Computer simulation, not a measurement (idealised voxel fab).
Process module, titled voxel lift off
Cross-section cut: width 295 nm, square cells of 5 nm.
A cross-section in this document is a grid of square cells, and it is written down as bands, the top band listed before the ones below it; a band is made up of one or more rows of cells. Look at the band entry: it leads with the top's height and the bottom's height in nm. Then it lists the materials left to right, with a width in nm for each. The word "edge to edge" on a single material says that material fills the band edge to edge. The word "empty" is empty space. All heights in this document are referenced to 0, defined as the level beneath which the wafer, as received, consists entirely of one material. The lowest band is not bounded below; it extends indefinitely downward and is written in the form "0 -> down". A width such as "30->40" changes by the same amount from each row of cells to the next, from the band's top row to its bottom row. The cross-section has no changed cell in any step marked "no alterations made". Look at "Enclosed void entries" for the closed voids: empty spaces with no open path to the top, sized 8 cells or up. Each is width x height at distance, distance from the left edge, all nm. That trailing text on a step's line, after the settings, is the simulator's own remark on the step. Regarding "overlay nm": on a step with a mask, it is the distance the mask lay to the right of its planned place; a negative value places it to the left.
# Planned process steps
1 RECEIVE with material Si
2 CONFORMAL_DEP with material SiN, thk nm 15
3 PATTERN with tone open, mask id LINES, material resist, width nm 20, pitch nm 35, thk nm 30, overlay nm 0
4 DIRECTIONAL_DEP with material Ru, thk nm 15
5 STRIP with etch materials resist
6 CONFORMAL_DEP with material SiN, thk nm 5
# as received, after step 1
- 0 -> down  Si edge to edge
- Enclosed void entries: none
# Cross-sectional view of the first of the two wafers upon completion of the module, processed in accordance with the plan
- 35 -> 30  empty 115 / SiN 30 / empty 5 / SiN 30 / empty 115
- 30 -> 20  empty 115 / SiN 5 / Ru 20 / SiN 5 / empty 5 / SiN 5 / Ru 20 / SiN 5 / empty 115
- 20 -> 15  SiN 120 / Ru 20 / SiN 15 / Ru 20 / SiN 120
- 15 -> 0  SiN edge to edge
- 0 -> down  Si edge to edge
- Enclosed void entries: none
# Here is the second of the two wafers cut open at the end of the module - same start, same plan as the first one, but we made one mistake running it
- 45 -> 40  empty 115 / SiN 30 / empty 5 / SiN 30 / empty 115
- 40 -> 20  empty 115 / SiN 5 / Ru 20 / SiN 5 / empty 5 / SiN 5 / Ru 20 / SiN 5 / empty 115
- 20 -> 15  SiN 120 / Ru 20 / SiN 15 / Ru 20 / SiN 120
- 15 -> 0  SiN edge to edge
- 0 -> down  Si edge to edge
- Enclosed void entries: none
What was the processing mistake? step 4 was processed under conditions differing from the plan, specifically as DIRECTIONAL_DEP with material Ru, thk nm 25
Cell-count delta at end, second wafer over first, by material: Ru: 16 more | SiN: 8 more
